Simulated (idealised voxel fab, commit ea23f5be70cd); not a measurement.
process module | voxel capacitor over wiring
cross-section cut | 290 nm wide | cells 5 nm
A cross-section is a grid of square cells, given in bands from the top down. A band is one or more rows of cells.
Each band's line starts with the height of the band's top and of its bottom, in nm. Then come its materials from left to right, each with its width in nm. One material with "throughout" fills the band from edge to edge. "air" is empty space.
Height 0 is the level under which the wafer as received is all one material. The lowest band goes on downwards, as in "0 down".
A width such as "30 to 40" changes by the same amount from each row of cells to the next, from the band's top row to its bottom row.
"no change" after a step means that no cell of the cross-section changed.
closed voids: empty space of 8 cells or more with no open way to the top, each as width x height at its distance from the left edge, in nm
after a step's settings: what the simulator itself notes on the step
overlay nm, on a step with a mask: how far to the right of its planned place the mask lay; to the left if negative
plan
1 op RECEIVE | material Si
2 op CONFORMAL_DEP | material SiO2 | thk nm 10
3 op CONFORMAL_DEP | material SiCN | thk nm 5
4 op DIRECTIONAL_DEP | material lowk | thk nm 15
5 op MASKED_ETCH | tone open | mask id METAL_1 | width nm 30 | pitch nm 100 | etch materials lowk | depth nm 15 | overlay nm 0
6 op MASKED_ETCH | tone open | mask id METAL_1 | width nm 30 | pitch nm 100 | etch materials SiCN | depth nm 5 | overlay nm 0
7 op CONFORMAL_DEP | material TiN | thk nm 5
8 op FILL_DEP | material Ru | thk nm 10
9 op CMP | height nm 30
10 op CONFORMAL_DEP | material SiCN | thk nm 5
11 op DIRECTIONAL_DEP | material lowk | thk nm 15
12 op DIRECTIONAL_DEP | material aC | thk nm 15
13 op PATTERN | tone open | mask id PLUG_1 | material resist | width nm 15 | thk nm 30 | overlay nm 0
14 op DIRECTIONAL_ETCH | etch materials aC | depth nm 15
15 op STRIP | etch materials resist
16 op DIRECTIONAL_ETCH | etch materials lowk | depth nm 15
17 op DIRECTIONAL_ETCH | etch materials SiCN | depth nm 5
18 op STRIP | etch materials aC
19 op EPI | material Ru | thk nm 10
20 op EPI | material Ru | thk nm 10
21 op DIRECTIONAL_DEP | material TiN | thk nm 5
22 op DIRECTIONAL_DEP | material Al2O3 | thk nm 5
23 op DIRECTIONAL_DEP | material TiN | thk nm 10
24 op MASKED_ETCH | tone cover | mask id UPPER_PLATE | width nm 75 | etch materials TiN | depth nm 10 | overlay nm 0
25 op MASKED_ETCH | tone cover | mask id UPPER_PLATE | width nm 75 | etch materials Al2O3 | depth nm 5 | overlay nm 0
26 op DIRECTIONAL_DEP | material aC | thk nm 15
27 op PATTERN | tone cover | mask id LOWER_PLATE | material resist | width nm 85 | thk nm 35 | overlay nm 0
28 op DIRECTIONAL_ETCH | etch materials aC | depth nm 15
29 op STRIP | etch materials resist
30 op DIRECTIONAL_ETCH | etch materials TiN | depth nm 5
31 op STRIP | etch materials aC
32 op FILL_DEP | material SiO2 | thk nm 15
33 op CMP | height nm 80
34 op PATTERN | tone open | mask id PLUG_2 | material resist | width nm 15 | thk nm 15 | overlay nm 0
35 op DIRECTIONAL_ETCH | etch materials SiO2 | depth nm 10
36 op STRIP | etch materials resist
37 op CONFORMAL_DEP | material TiN | thk nm 5
38 op FILL_DEP | material Cu | thk nm 10
39 op CMP | height nm 80
40 op CONFORMAL_DEP | material SiN | thk nm 5
as received, after step 1
  0 down: Si throughout
  closed voids: none
a wafer at the end: this start, this plan, one mistake
  85 to 80: SiN throughout
  80 to 75: SiO2 105 | TiN 5 | Cu 5 | TiN 5 | SiO2 170
  75 to 70: SiO2 105 | TiN 15 | SiO2 170
  70 to 65: SiO2 90 | TiN 5 | SiO2 75 | TiN 5 | SiO2 115
  65 to 60: TiN 95 | SiO2 75 | TiN 120
  60 to 55: Al2O3 throughout
  55 to 50: TiN throughout
  50 to 35: lowk 95 | Ru 15 | lowk 180
  35 to 30: SiCN 95 | Ru 15 | SiCN 180
  30 to 15: lowk 80 | TiN 5 | Ru 20 | TiN 5 | lowk 70 | TiN 5 | Ru 20 | TiN 5 | lowk 80
  15 to 10: SiCN 80 | TiN 30 | SiCN 70 | TiN 30 | SiCN 80
  10 to 0: SiO2 throughout
  0 down: Si throughout
  closed voids: none
what went wrong: step 24 ran as: op MASKED_ETCH | tone open | mask id UPPER_PLATE | width nm 75 | etch materials TiN | depth nm 10 | overlay nm 0
